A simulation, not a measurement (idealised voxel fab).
Process module name: voxel wiring stack
For reference, the cross-section in this document is cut, with width 220 nm and square cells of 5 nm.
Notation: cross-section as square-cell grid; stated in bands, top first, going down; one or more cell rows per band.
In this notation a band is specified by the heights of its top and bottom, in that order and in nm, after which its materials appear from left to right, each paired with its width in nm. The word "everywhere" attached to a single material means that material fills the band from edge to edge; the word "air" stands for empty space.
Heights are reckoned from 0. Under this level, the received wafer is all of one material. The bottommost band is open-ended downward, for example "top 0, no bottom".
Width "30->40": first value at the band's top row of cells, second value at its bottom row, equal change from row to row.
"no alterations made" for a step: no cell of the cross-section changed in that step.
Listed in "Enclosed internal cavities": every empty space of 8 or more cells without an open way to the top. Form: width x height at distance, the distance being from the left edge, all in nm.
Anything after a step's settings on that line? It's the simulator's own note about the step.
overlay nm, on a step with a mask: how far to the right of its planned place the mask lay; to the left if negative
Guide to the pairs. Each holds a before and an after cross-section around one process step; the after cross-section is cut off at the lowest band that changed. Look under the pair for the step between them and its settings. Pairs can come from different runs of this module on the same starting wafer, so a pair follows on from the one above it only where its entry headed "Pre-process cross-section" says it does.

### Pre-process cross-section
> top 0, no bottom: Si everywhere
> Enclosed internal cavities: none

### Resulting Cross-Section
> top 10, bottom 0: SiO2 everywhere
> Everything below 0 is unchanged.
> Enclosed internal cavities: none
The cross-sections above show the structure before and after this step: op CONFORMAL_DEP | material SiO2 | thk nm 10

Pre-process cross-section: same picture as after in the pair right above, so we don't repeat it.

### Resulting Cross-Section
> top 15, bottom 10: SiN everywhere
> Everything below 10 is unchanged.
> Enclosed internal cavities: none
The cross-sections above show the structure before and after this step: op CONFORMAL_DEP | material SiN | thk nm 5

Pre-process cross-section: same picture as after in the pair right above, so we don't repeat it.

### Resulting Cross-Section
> top 35, bottom 15: lowk everywhere
> Everything below 15 is unchanged.
> Enclosed internal cavities: none
The cross-sections above show the structure before and after this step: op DIRECTIONAL_DEP | material lowk | thk nm 20

Pre-process cross-section: same picture as after in the pair right above, so we don't repeat it.

### Resulting Cross-Section
> top 35, bottom 15: lowk 70 / air 30 / lowk 20 / air 30 / lowk 70
> Everything below 15 is unchanged.
> Enclosed internal cavities: none
The cross-sections above show the structure before and after this step: op MASKED_ETCH | tone open | mask id METAL_1 | width nm 30 | pitch nm 50 | etch materials lowk | depth nm 20 | overlay nm 0

Pre-process cross-section: same picture as after in the pair right above, so we don't repeat it.

### Resulting Cross-Section
> top 35, bottom 15: lowk 70 / air 30 / lowk 20 / air 30 / lowk 70
> top 15, bottom 10: SiN 70 / air 30 / SiN 20 / air 30 / SiN 70
> Everything below 10 is unchanged.
> Enclosed internal cavities: none
The cross-sections above show the structure before and after this step: op MASKED_ETCH | tone open | mask id METAL_1 | width nm 30 | pitch nm 50 | etch materials SiN | depth nm 5 | overlay nm 0

Pre-process cross-section: same picture as after in the pair right above, so we don't repeat it.

### Resulting Cross-Section
> top 40, bottom 35: TiN 75 / air 20 / TiN 30 / air 20 / TiN 75
> top 35, bottom 15: lowk 70 / TiN 5 / air 20 / TiN 5 / lowk 20 / TiN 5 / air 20 / TiN 5 / lowk 70
> top 15, bottom 10: SiN 70 / TiN 30 / SiN 20 / TiN 30 / SiN 70
> Everything below 10 is unchanged.
> Enclosed internal cavities: none
The cross-sections above show the structure before and after this step: op CONFORMAL_DEP | material TiN | thk nm 5

Pre-process cross-section: same picture as after in the pair right above, so we don't repeat it.

### Resulting Cross-Section
> top 50, bottom 40: Cu everywhere
> top 40, bottom 35: TiN 75 / Cu 20 / TiN 30 / Cu 20 / TiN 75
> top 35, bottom 15: lowk 70 / TiN 5 / Cu 20 / TiN 5 / lowk 20 / TiN 5 / Cu 20 / TiN 5 / lowk 70
> Everything below 15 is unchanged.
> Enclosed internal cavities: none
The cross-sections above show the structure before and after this step: op FILL_DEP | material Cu | thk nm 10

Pre-process cross-section: same picture as after in the pair right above, so we don't repeat it.

### Resulting Cross-Section
> top 35, bottom 15: lowk 70 / TiN 5 / Cu 20 / TiN 5 / lowk 20 / TiN 5 / Cu 20 / TiN 5 / lowk 70
> Everything below 15 is unchanged.
> Enclosed internal cavities: none
The cross-sections above show the structure before and after this step: op CMP | height nm 35

Pre-process cross-section: same picture as after in the pair right above, so we don't repeat it.

### Resulting Cross-Section
> top 40, bottom 35: air 65 / Ru 40 / air 10 / Ru 40 / air 65
> Everything below 35 is unchanged.
> Enclosed internal cavities: none
The cross-sections above show the structure before and after this step: op EPI | material Ru | thk nm 5

Pre-process cross-section: same picture as after in the pair right above, so we don't repeat it.

### Resulting Cross-Section
> top 45, bottom 40: SiCN everywhere
> top 40, bottom 35: SiCN 65 / Ru 40 / SiCN 10 / Ru 40 / SiCN 65
> Everything below 35 is unchanged.
> Enclosed internal cavities: none
The cross-sections above show the structure before and after this step: op FILL_DEP | material SiCN | thk nm 5

Pre-process cross-section: same picture as after in the pair right above, so we don't repeat it.

### Resulting Cross-Section
> top 65, bottom 45: lowk everywhere
> Everything below 45 is unchanged.
> Enclosed internal cavities: none
The cross-sections above show the structure before and after this step: op DIRECTIONAL_DEP | material lowk | thk nm 20

Pre-process cross-section: same picture as after in the pair right above, so we don't repeat it.

### Resulting Cross-Section
> top 65, bottom 45: lowk 70 / air 15 / lowk 135
> Everything below 45 is unchanged.
> Enclosed internal cavities: none
The cross-sections above show the structure before and after this step: op MASKED_ETCH | tone open | mask id PLUG_1 | width nm 15 | etch materials lowk | depth nm 20 | overlay nm 0

Pre-process cross-section: same picture as after in the pair right above, so we don't repeat it.

### Resulting Cross-Section
> top 65, bottom 45: lowk 70 / air 15 / lowk 135
> top 45, bottom 40: SiCN 70 / air 15 / SiCN 135
> Everything below 40 is unchanged.
> Enclosed internal cavities: none
The cross-sections above show the structure before and after this step: op MASKED_ETCH | tone open | mask id PLUG_1 | width nm 15 | etch materials SiCN | depth nm 5 | overlay nm 0

Pre-process cross-section: same picture as after in the pair right above, so we don't repeat it.

### Resulting Cross-Section
> top 65, bottom 50: lowk 70 / air 15 / lowk 135
> top 50, bottom 45: lowk 70 / Ru 15 / lowk 135
> top 45, bottom 40: SiCN 70 / Ru 15 / SiCN 135
> Everything below 40 is unchanged.
> Enclosed internal cavities: none
The cross-sections above show the structure before and after this step: op EPI | material Ru | thk nm 10

Pre-process cross-section: same picture as after in the pair right above, so we don't repeat it.

### Resulting Cross-Section
> top 65, bottom 60: lowk 70 / air 15 / lowk 135
> top 60, bottom 45: lowk 70 / Ru 15 / lowk 135
> Everything below 45 is unchanged.
> Enclosed internal cavities: none
The cross-sections above show the structure before and after this step: op EPI | material Ru | thk nm 10

Pre-process cross-section: same picture as after in the pair right above, so we don't repeat it.

### Resulting Cross-Section
> top 65, bottom 45: lowk 70 / Ru 15 / lowk 135
> Everything below 45 is unchanged.
> Enclosed internal cavities: none
The cross-sections above show the structure before and after this step: op EPI | material Ru | thk nm 5

Pre-process cross-section: same picture as after in the pair right above, so we don't repeat it.

### Resulting Cross-Section
> top 70, bottom 65: SiN everywhere
> Everything below 65 is unchanged.
> Enclosed internal cavities: none
The cross-sections above show the structure before and after this step: op CONFORMAL_DEP | material SiN | thk nm 5

Pre-process cross-section: same picture as after in the pair right above, so we don't repeat it.

### Resulting Cross-Section
> top 95, bottom 70: lowk everywhere
> Everything below 70 is unchanged.
> Enclosed internal cavities: none
The cross-sections above show the structure before and after this step: op DIRECTIONAL_DEP | material lowk | thk nm 25

Pre-process cross-section: same picture as after in the pair right above, so we don't repeat it.

### Resulting Cross-Section
> top 95, bottom 70: lowk 70 / air 30 / lowk 20 / air 30 / lowk 70
> Everything below 70 is unchanged.
> Enclosed internal cavities: none
The cross-sections above show the structure before and after this step: op MASKED_ETCH | tone open | mask id METAL_2 | width nm 30 | pitch nm 50 | etch materials lowk | depth nm 25 | overlay nm 0

Pre-process cross-section: same picture as after in the pair right above, so we don't repeat it.

### Resulting Cross-Section
> top 95, bottom 70: lowk 70 / air 30 / lowk 20 / air 30 / lowk 70
> top 70, bottom 65: SiN 70 / air 30 / SiN 20 / air 30 / SiN 70
> Everything below 65 is unchanged.
> Enclosed internal cavities: none
The cross-sections above show the structure before and after this step: op MASKED_ETCH | tone open | mask id METAL_2 | width nm 30 | pitch nm 50 | etch materials SiN | depth nm 5 | overlay nm 0

Pre-process cross-section: same picture as after in the pair right above, so we don't repeat it.

### Resulting Cross-Section
> top 100, bottom 95: TiN 75 / air 20 / TiN 30 / air 20 / TiN 75
> top 95, bottom 70: lowk 70 / TiN 5 / air 20 / TiN 5 / lowk 20 / TiN 5 / air 20 / TiN 5 / lowk 70
> top 70, bottom 65: SiN 70 / TiN 30 / SiN 20 / TiN 30 / SiN 70
> Everything below 65 is unchanged.
> Enclosed internal cavities: none
The cross-sections above show the structure before and after this step: op CONFORMAL_DEP | material TiN | thk nm 5

Pre-process cross-section: same picture as after in the pair right above, so we don't repeat it.

### Resulting Cross-Section
> top 110, bottom 100: W everywhere
> top 100, bottom 95: TiN 75 / W 20 / TiN 30 / W 20 / TiN 75
> top 95, bottom 70: lowk 70 / TiN 5 / W 20 / TiN 5 / lowk 20 / TiN 5 / W 20 / TiN 5 / lowk 70
> Everything below 70 is unchanged.
> Enclosed internal cavities: none
The cross-sections above show the structure before and after this step: op FILL_DEP | material W | thk nm 10

Pre-process cross-section: same picture as after in the pair right above, so we don't repeat it.

### Resulting Cross-Section
> top 95, bottom 70: lowk 70 / TiN 5 / W 20 / TiN 5 / lowk 20 / TiN 5 / W 20 / TiN 5 / lowk 70
> Everything below 70 is unchanged.
> Enclosed internal cavities: none
The cross-sections above show the structure before and after this step: op CMP | height nm 95

Pre-process cross-section: same picture as after in the pair right above, so we don't repeat it.

### Resulting Cross-Section
> top 100, bottom 95: SiCN everywhere
> Everything below 95 is unchanged.
> Enclosed internal cavities: none
The cross-sections above show the structure before and after this step: op CONFORMAL_DEP | material SiCN | thk nm 5

Pre-process cross-section: same picture as after in the pair right above, so we don't repeat it.

### Resulting Cross-Section
> top 115, bottom 100: SiO2 everywhere
> Everything below 100 is unchanged.
> Enclosed internal cavities: none
The cross-sections above show the structure before and after this step: op DIRECTIONAL_DEP | material SiO2 | thk nm 15

Pre-process cross-section: same picture as after in the pair right above, so we don't repeat it.

### Resulting Cross-Section
> top 135, bottom 115: resist 70 / air 15 / resist 35 / air 15 / resist 85
> Everything below 115 is unchanged.
> Enclosed internal cavities: none
The cross-sections above show the structure before and after this step: op PATTERN | tone open | mask id PLUG_2 | material resist | width nm 15 | pitch nm 50 | thk nm 20 | overlay nm 0

Pre-process cross-section: same picture as after in the pair right above, so we don't repeat it.

### Resulting Cross-Section
> top 135, bottom 115: resist 70 / air 15 / resist 35 / air 15 / resist 85
> top 115, bottom 100: SiO2 70 / air 15 / SiO2 35 / air 15 / SiO2 85
> Everything below 100 is unchanged.
> Enclosed internal cavities: none
The cross-sections above show the structure before and after this step: op DIRECTIONAL_ETCH | etch materials SiO2 | depth nm 15

Pre-process cross-section: same picture as after in the pair right above, so we don't repeat it.

### Resulting Cross-Section
> top 135, bottom 115: resist 70 / air 15 / resist 35 / air 15 / resist 85
> top 115, bottom 100: SiO2 70 / air 15 / SiO2 35 / air 15 / SiO2 85
> top 100, bottom 95: SiCN 70 / air 15 / SiCN 35 / air 15 / SiCN 85
> Everything below 95 is unchanged.
> Enclosed internal cavities: none
The cross-sections above show the structure before and after this step: op DIRECTIONAL_ETCH | etch materials SiCN | depth nm 5

Pre-process cross-section: same picture as after in the pair right above, so we don't repeat it.

### Resulting Cross-Section
> top 115, bottom 100: SiO2 70 / air 15 / SiO2 35 / air 15 / SiO2 85
> Everything below 100 is unchanged.
> Enclosed internal cavities: none
The cross-sections above show the structure before and after this step: op STRIP | etch materials resist

Pre-process cross-section: same picture as after in the pair right above, so we don't repeat it.

### Resulting Cross-Section
> top 115, bottom 105: SiO2 70 / air 15 / SiO2 35 / air 15 / SiO2 85
> top 105, bottom 100: SiO2 70 / Ru 15 / SiO2 35 / Ru 15 / SiO2 85
> top 100, bottom 95: SiCN 70 / Ru 15 / SiCN 35 / Ru 15 / SiCN 85
> Everything below 95 is unchanged.
> Enclosed internal cavities: none
The cross-sections above show the structure before and after this step: op EPI | material Ru | thk nm 10

Pre-process cross-section: same picture as after in the pair right above, so we don't repeat it.

### Resulting Cross-Section
> top 115, bottom 100: SiO2 70 / Ru 15 / SiO2 35 / Ru 15 / SiO2 85
> Everything below 100 is unchanged.
> Enclosed internal cavities: none
The cross-sections above show the structure before and after this step: op EPI | material Ru | thk nm 10

Pre-process cross-section: same picture as after in the pair right above, so we don't repeat it.

### Resulting Cross-Section
> top 120, bottom 115: SiCN everywhere
> Everything below 115 is unchanged.
> Enclosed internal cavities: none
The cross-sections above show the structure before and after this step: op CONFORMAL_DEP | material SiCN | thk nm 5

Pre-process cross-section: same picture as after in the pair right above, so we don't repeat it.

### Resulting Cross-Section
> top 135, bottom 120: SiO2 everywhere
> Everything below 120 is unchanged.
> Enclosed internal cavities: none
The cross-sections above show the structure before and after this step: op DIRECTIONAL_DEP | material SiO2 | thk nm 15

Pre-process cross-section: same picture as after in the pair right above, so we don't repeat it.

### Resulting Cross-Section
> top 135, bottom 120: SiO2 70 / air 30 / SiO2 20 / air 30 / SiO2 70
> Everything below 120 is unchanged.
> Enclosed internal cavities: none
The cross-sections above show the structure before and after this step: op MASKED_ETCH | tone open | mask id METAL_3 | width nm 30 | pitch nm 50 | etch materials SiO2 | depth nm 15 | overlay nm 0

Pre-process cross-section: same picture as after in the pair right above, so we don't repeat it.

### Resulting Cross-Section
> top 135, bottom 120: SiO2 70 / air 30 / SiO2 20 / air 30 / SiO2 70
> top 120, bottom 115: SiCN 70 / air 30 / SiCN 20 / air 30 / SiCN 70
> Everything below 115 is unchanged.
> Enclosed internal cavities: none
The cross-sections above show the structure before and after this step: op MASKED_ETCH | tone open | mask id METAL_3 | width nm 30 | pitch nm 50 | etch materials SiCN | depth nm 5 | overlay nm 0

Pre-process cross-section: same picture as after in the pair right above, so we don't repeat it.

### Resulting Cross-Section
> top 140, bottom 135: TiN 75 / air 20 / TiN 30 / air 20 / TiN 75
> top 135, bottom 120: SiO2 70 / TiN 5 / air 20 / TiN 5 / SiO2 20 / TiN 5 / air 20 / TiN 5 / SiO2 70
> top 120, bottom 115: SiCN 70 / TiN 30 / SiCN 20 / TiN 30 / SiCN 70
> Everything below 115 is unchanged.
> Enclosed internal cavities: none
The cross-sections above show the structure before and after this step: op CONFORMAL_DEP | material TiN | thk nm 5

Pre-process cross-section: same picture as after in the pair right above, so we don't repeat it.

### Resulting Cross-Section
> top 145, bottom 140: W everywhere
> top 140, bottom 135: TiN 75 / W 20 / TiN 30 / W 20 / TiN 75
> top 135, bottom 120: SiO2 70 / TiN 5 / W 20 / TiN 5 / SiO2 20 / TiN 5 / W 20 / TiN 5 / SiO2 70
> Everything below 120 is unchanged.
> Enclosed internal cavities: none
The cross-sections above show the structure before and after this step: op FILL_DEP | material W | thk nm 5

Pre-process cross-section: same picture as after in the pair right above, so we don't repeat it.

### Resulting Cross-Section
> top 135, bottom 120: SiO2 70 / TiN 5 / W 20 / TiN 5 / SiO2 20 / TiN 5 / W 20 / TiN 5 / SiO2 70
> Everything below 120 is unchanged.
> Enclosed internal cavities: none
The cross-sections above show the structure before and after this step: op CMP | height nm 135

Pre-process cross-section: same picture as after in the pair right above, so we don't repeat it.

### Resulting Cross-Section
> top 140, bottom 135: air 65 / Ru 40 / air 10 / Ru 40 / air 65
> Everything below 135 is unchanged.
> Enclosed internal cavities: none
The cross-sections above show the structure before and after this step: op EPI | material Ru | thk nm 5

Pre-process cross-section: same picture as after in the pair right above, so we don't repeat it.

### Resulting Cross-Section
> top 145, bottom 140: SiCN everywhere
> top 140, bottom 135: SiCN 65 / Ru 40 / SiCN 10 / Ru 40 / SiCN 65
> Everything below 135 is unchanged.
> Enclosed internal cavities: none
The cross-sections above show the structure before and after this step: op FILL_DEP | material SiCN | thk nm 5

Pre-process cross-section: same picture as after in the pair right above, so we don't repeat it.

### Resulting Cross-Section
> top 155, bottom 145: SiO2 everywhere
> Everything below 145 is unchanged.
> Enclosed internal cavities: none
The cross-sections above show the structure before and after this step: op DIRECTIONAL_DEP | material SiO2 | thk nm 10

Pre-process cross-section: same picture as after in the pair right above, so we don't repeat it.

### Resulting Cross-Section
> top 155, bottom 145: SiO2 70 / air 15 / SiO2 35 / air 15 / SiO2 85
> Everything below 145 is unchanged.
> Enclosed internal cavities: none
The cross-sections above show the structure before and after this step: op MASKED_ETCH | tone open | mask id PLUG_3 | width nm 15 | pitch nm 50 | etch materials SiO2 | depth nm 10 | overlay nm 0

Pre-process cross-section: same picture as after in the pair right above, so we don't repeat it.

### Resulting Cross-Section
> top 155, bottom 145: SiO2 70 / air 15 / SiO2 35 / air 15 / SiO2 85
> top 145, bottom 140: SiCN 70 / air 15 / SiCN 35 / air 15 / SiCN 85
> Everything below 140 is unchanged.
> Enclosed internal cavities: none
The cross-sections above show the structure before and after this step: op MASKED_ETCH | tone open | mask id PLUG_3 | width nm 15 | pitch nm 50 | etch materials SiCN | depth nm 5 | overlay nm 0

Pre-process cross-section: same picture as after in the pair right above, so we don't repeat it.

### Resulting Cross-Section
> top 155, bottom 150: SiO2 70 / air 15 / SiO2 35 / air 15 / SiO2 85
> top 150, bottom 145: SiO2 70 / Ru 15 / SiO2 35 / Ru 15 / SiO2 85
> top 145, bottom 135: SiCN 70->65 / Ru 15->40 / SiCN 35->10 / Ru 15->40 / SiCN 85->65
> Everything below 135 is unchanged.
> Enclosed internal cavities: none
The cross-sections above show the structure before and after this step: op EPI | material Ru | thk nm 10

Pre-process cross-section: same picture as after in the pair right above, so we don't repeat it.

### Resulting Cross-Section
> top 155, bottom 145: SiO2 70 / Ru 15 / SiO2 35 / Ru 15 / SiO2 85
> Everything below 145 is unchanged.
> Enclosed internal cavities: none
The cross-sections above show the structure before and after this step: op EPI | material Ru | thk nm 5

Pre-process cross-section: same picture as after in the pair right above, so we don't repeat it.

### Resulting Cross-Section
> top 160, bottom 155: SiCN everywhere
> Everything below 155 is unchanged.
> Enclosed internal cavities: none
The cross-sections above show the structure before and after this step: op CONFORMAL_DEP | material SiCN | thk nm 5

Pre-process cross-section: same picture as after in the pair right above, so we don't repeat it.

### Resulting Cross-Section
> top 175, bottom 160: lowk everywhere
> Everything below 160 is unchanged.
> Enclosed internal cavities: none
The cross-sections above show the structure before and after this step: op DIRECTIONAL_DEP | material lowk | thk nm 15

Pre-process cross-section: same picture as after in the pair right above, so we don't repeat it.

### Resulting Cross-Section
> top 175, bottom 160: lowk 70 / air 30 / lowk 20 / air 30 / lowk 70
> Everything below 160 is unchanged.
> Enclosed internal cavities: none
The cross-sections above show the structure before and after this step: op MASKED_ETCH | tone open | mask id METAL_4 | width nm 30 | pitch nm 50 | etch materials lowk | depth nm 15 | overlay nm 0

Pre-process cross-section: same picture as after in the pair right above, so we don't repeat it.

### Resulting Cross-Section
> top 175, bottom 160: lowk 70 / air 30 / lowk 20 / air 30 / lowk 70
> top 160, bottom 155: SiCN 70 / air 30 / SiCN 20 / air 30 / SiCN 70
> Everything below 155 is unchanged.
> Enclosed internal cavities: none
The cross-sections above show the structure before and after this step: op MASKED_ETCH | tone open | mask id METAL_4 | width nm 30 | pitch nm 50 | etch materials SiCN | depth nm 5 | overlay nm 0

Pre-process cross-section: same picture as after in the pair right above, so we don't repeat it.

### Resulting Cross-Section
> top 180, bottom 175: TiN 75 / air 20 / TiN 30 / air 20 / TiN 75
> top 175, bottom 160: lowk 70 / TiN 5 / air 20 / TiN 5 / lowk 20 / TiN 5 / air 20 / TiN 5 / lowk 70
> top 160, bottom 155: SiCN 70 / TiN 30 / SiCN 20 / TiN 30 / SiCN 70
> Everything below 155 is unchanged.
> Enclosed internal cavities: none
The cross-sections above show the structure before and after this step: op CONFORMAL_DEP | material TiN | thk nm 5

Pre-process cross-section: same picture as after in the pair right above, so we don't repeat it.

### Resulting Cross-Section
> top 190, bottom 180: W everywhere
> top 180, bottom 175: TiN 75 / W 20 / TiN 30 / W 20 / TiN 75
> top 175, bottom 160: lowk 70 / TiN 5 / W 20 / TiN 5 / lowk 20 / TiN 5 / W 20 / TiN 5 / lowk 70
> Everything below 160 is unchanged.
> Enclosed internal cavities: none
The cross-sections above show the structure before and after this step: op FILL_DEP | material W | thk nm 10

Pre-process cross-section: same picture as after in the pair right above, so we don't repeat it.

### Resulting Cross-Section
> top 175, bottom 160: lowk 70 / TiN 5 / W 20 / TiN 5 / lowk 20 / TiN 5 / W 20 / TiN 5 / lowk 70
> Everything below 160 is unchanged.
> Enclosed internal cavities: none
The cross-sections above show the structure before and after this step: op CMP | height nm 175

Pre-process cross-section: same picture as after in the pair right above, so we don't repeat it.

### Resulting Cross-Section
> top 180, bottom 175: SiCN everywhere
> Everything below 175 is unchanged.
> Enclosed internal cavities: none
The cross-sections above show the structure before and after this step: op CONFORMAL_DEP | material SiCN | thk nm 5

### Pre-process cross-section
> top 145, bottom 140: SiCN everywhere
> top 140, bottom 135: SiCN 65 / Ru 40 / SiCN 10 / Ru 40 / SiCN 65
> top 135, bottom 120: SiO2 70 / TiN 5 / W 20 / TiN 5 / SiO2 20 / TiN 5 / W 20 / TiN 5 / SiO2 70
> top 120, bottom 115: SiCN 70 / TiN 30 / SiCN 20 / TiN 30 / SiCN 70
> top 115, bottom 100: SiO2 70 / Ru 15 / SiO2 35 / Ru 15 / SiO2 85
> top 100, bottom 95: SiCN 70 / Ru 15 / SiCN 35 / Ru 15 / SiCN 85
> top 95, bottom 70: lowk 70 / TiN 5 / W 20 / TiN 5 / lowk 20 / TiN 5 / W 20 / TiN 5 / lowk 70
> top 70, bottom 65: SiN 70 / TiN 30 / SiN 20 / TiN 30 / SiN 70
> top 65, bottom 45: lowk 70 / Ru 15 / lowk 135
> top 45, bottom 40: SiCN 70 / Ru 15 / SiCN 135
> top 40, bottom 35: SiCN 65 / Ru 40 / SiCN 10 / Ru 40 / SiCN 65
> top 35, bottom 15: lowk 70 / TiN 5 / Cu 20 / TiN 5 / lowk 20 / TiN 5 / Cu 20 / TiN 5 / lowk 70
> top 15, bottom 10: SiN 70 / TiN 30 / SiN 20 / TiN 30 / SiN 70
> top 10, bottom 0: SiO2 everywhere
> top 0, no bottom: Si everywhere
> Enclosed internal cavities: none

### Resulting Cross-Section
> top 145, bottom 140: SiCN 70 / air 15 / SiCN 35 / air 15 / SiCN 85
> Everything below 140 is unchanged.
> Enclosed internal cavities: none
The cross-sections above show the structure before and after this step: op MASKED_ETCH | tone open | mask id PLUG_3 | width nm 15 | pitch nm 50 | etch materials SiCN | depth nm 5 | overlay nm 0

Pre-process cross-section: same picture as after in the pair right above, so we don't repeat it.

### Resulting Cross-Section
> top 150, bottom 145: air 65 / Ru 25 / air 25 / Ru 25 / air 80
> top 145, bottom 135: SiCN 70->65 / Ru 15->40 / SiCN 35->10 / Ru 15->40 / SiCN 85->65
> Everything below 135 is unchanged.
> Enclosed internal cavities: none
The cross-sections above show the structure before and after this step: op EPI | material Ru | thk nm 10

Pre-process cross-section: same picture as after in the pair right above, so we don't repeat it.

### Resulting Cross-Section
> top 155, bottom 145: air 60 / Ru 35 / air 15 / Ru 35 / air 75
> Everything below 145 is unchanged.
> Enclosed internal cavities: none
The cross-sections above show the structure before and after this step: op EPI | material Ru | thk nm 5

Pre-process cross-section: same picture as after in the pair right above, so we don't repeat it.

### Resulting Cross-Section
> top 160, bottom 155: air 55 / SiCN 45 / air 5 / SiCN 45 / air 70
> top 155, bottom 150: air 55 / SiCN 5 / Ru 35 / SiCN 5 / air 5 / SiCN 5 / Ru 35 / SiCN 5 / air 70
> top 150, bottom 140: SiCN 60->70 / Ru 35->15 / SiCN 15->35 / Ru 35->15 / SiCN 75->85
> Everything below 140 is unchanged.
> Enclosed internal cavities: none
The cross-sections above show the structure before and after this step: op CONFORMAL_DEP | material SiCN | thk nm 5

Pre-process cross-section: same picture as after in the pair right above, so we don't repeat it.

### Resulting Cross-Section
> top 175, bottom 165: air 55 / lowk 45 / air 5 / lowk 45 / air 70
> top 165, bottom 160: lowk everywhere
> top 160, bottom 155: lowk 55 / SiCN 45 / lowk 5 / SiCN 45 / lowk 70
> top 155, bottom 150: lowk 55 / SiCN 5 / Ru 35 / SiCN 5 / lowk 5 / SiCN 5 / Ru 35 / SiCN 5 / lowk 70
> Everything below 150 is unchanged.
> Enclosed internal cavities: none
The cross-sections above show the structure before and after this step: op DIRECTIONAL_DEP | material lowk | thk nm 15

Pre-process cross-section: same picture as after in the pair right above, so we don't repeat it.

### Resulting Cross-Section
> top 175, bottom 165: air 55 / lowk 15 / air 35 / lowk 15 / air 100
> top 165, bottom 160: lowk 70 / air 30 / lowk 20 / air 30 / lowk 70
> Everything below 160 is unchanged.
> Enclosed internal cavities: none
The cross-sections above show the structure before and after this step: op MASKED_ETCH | tone open | mask id METAL_4 | width nm 30 | pitch nm 50 | etch materials lowk | depth nm 15 | overlay nm 0

Pre-process cross-section: same picture as after in the pair right above, so we don't repeat it.

### Resulting Cross-Section
> top 175, bottom 165: air 55 / lowk 15 / air 35 / lowk 15 / air 100
> top 165, bottom 160: lowk 70 / air 30 / lowk 20 / air 30 / lowk 70
> top 160, bottom 155: lowk 55 / SiCN 15 / air 30 / lowk 5 / SiCN 15 / air 30 / lowk 70
> Everything below 155 is unchanged.
> Enclosed internal cavities: none
The cross-sections above show the structure before and after this step: op MASKED_ETCH | tone open | mask id METAL_4 | width nm 30 | pitch nm 50 | etch materials SiCN | depth nm 5 | overlay nm 0

Pre-process cross-section: same picture as after in the pair right above, so we don't repeat it.

### Resulting Cross-Section
> top 180, bottom 175: air 50 / TiN 25 / air 25 / TiN 25 / air 95
> top 175, bottom 170: air 50 / TiN 5 / lowk 15 / TiN 5 / air 25 / TiN 5 / lowk 15 / TiN 5 / air 95
> top 170, bottom 165: TiN 55 / lowk 15 / TiN 5 / air 20 / TiN 10 / lowk 15 / TiN 5 / air 20 / TiN 75
> top 165, bottom 160: lowk 70 / TiN 5 / air 20 / TiN 5 / lowk 20 / TiN 5 / air 20 / TiN 5 / lowk 70
> top 160, bottom 155: lowk 55 / SiCN 15 / TiN 30 / lowk 5 / SiCN 15 / TiN 30 / lowk 70
> Everything below 155 is unchanged.
> Enclosed internal cavities: none
The cross-sections above show the structure before and after this step: op CONFORMAL_DEP | material TiN | thk nm 5

Pre-process cross-section: same picture as after in the pair right above, so we don't repeat it.

### Resulting Cross-Section
> top 190, bottom 180: W everywhere
> top 180, bottom 175: W 50 / TiN 25 / W 25 / TiN 25 / W 95
> top 175, bottom 170: W 50 / TiN 5 / lowk 15 / TiN 5 / W 25 / TiN 5 / lowk 15 / TiN 5 / W 95
> top 170, bottom 165: TiN 55 / lowk 15 / TiN 5 / W 20 / TiN 10 / lowk 15 / TiN 5 / W 20 / TiN 75
> top 165, bottom 160: lowk 70 / TiN 5 / W 20 / TiN 5 / lowk 20 / TiN 5 / W 20 / TiN 5 / lowk 70
> Everything below 160 is unchanged.
> Enclosed internal cavities: none
The cross-sections above show the structure before and after this step: op FILL_DEP | material W | thk nm 10

Pre-process cross-section: same picture as after in the pair right above, so we don't repeat it.

### Resulting Cross-Section
> top 175, bottom 170: W 50 / TiN 5 / lowk 15 / TiN 5 / W 25 / TiN 5 / lowk 15 / TiN 5 / W 95
> Everything below 170 is unchanged.
> Enclosed internal cavities: none
The cross-sections above show the structure before and after this step: op CMP | height nm 175

Pre-process cross-section: same picture as after in the pair right above, so we don't repeat it.

### Resulting Cross-Section
> top 180, bottom 175: SiCN everywhere
> Everything below 175 is unchanged.
> Enclosed internal cavities: none
The cross-sections above show the structure before and after this step: op CONFORMAL_DEP | material SiCN | thk nm 5

### Pre-process cross-section
> top 65, bottom 45: lowk everywhere
> top 45, bottom 40: SiCN everywhere
> top 40, bottom 35: SiCN 65 / Ru 40 / SiCN 10 / Ru 40 / SiCN 65
> top 35, bottom 15: lowk 70 / TiN 5 / Cu 20 / TiN 5 / lowk 20 / TiN 5 / Cu 20 / TiN 5 / lowk 70
> top 15, bottom 10: SiN 70 / TiN 30 / SiN 20 / TiN 30 / SiN 70
> top 10, bottom 0: SiO2 everywhere
> top 0, no bottom: Si everywhere
> Enclosed internal cavities: none

### Resulting Cross-Section
> top 85, bottom 45: lowk everywhere
> Everything below 45 is unchanged.
> Enclosed internal cavities: none
The cross-sections above show the structure before and after this step: op DIRECTIONAL_DEP | material lowk | thk nm 20

Pre-process cross-section: same picture as after in the pair right above, so we don't repeat it.

### Resulting Cross-Section
> top 85, bottom 65: lowk 70 / air 15 / lowk 135
> Everything below 65 is unchanged.
> Enclosed internal cavities: none
The cross-sections above show the structure before and after this step: op MASKED_ETCH | tone open | mask id PLUG_1 | width nm 15 | etch materials lowk | depth nm 20 | overlay nm 0

Pre-process cross-section: same picture as after in the pair right above, so we don't repeat it.

### Resulting Cross-Section
> top 90, bottom 85: SiN 75 / air 5 / SiN 140
> top 85, bottom 70: lowk 70 / SiN 5 / air 5 / SiN 5 / lowk 135
> top 70, bottom 65: lowk 70 / SiN 15 / lowk 135
> Everything below 65 is unchanged.
> Enclosed internal cavities: none
The cross-sections above show the structure before and after this step: op CONFORMAL_DEP | material SiN | thk nm 5

Pre-process cross-section: same picture as after in the pair right above, so we don't repeat it.

### Resulting Cross-Section
> top 115, bottom 95: lowk 75 / air 5 / lowk 140
> top 95, bottom 90: lowk everywhere
> top 90, bottom 85: SiN 75 / lowk 5 / SiN 140
> top 85, bottom 70: lowk 70 / SiN 5 / lowk 5 / SiN 5 / lowk 135
> Everything below 70 is unchanged.
> Enclosed internal cavities: none
The cross-sections above show the structure before and after this step: op DIRECTIONAL_DEP | material lowk | thk nm 25
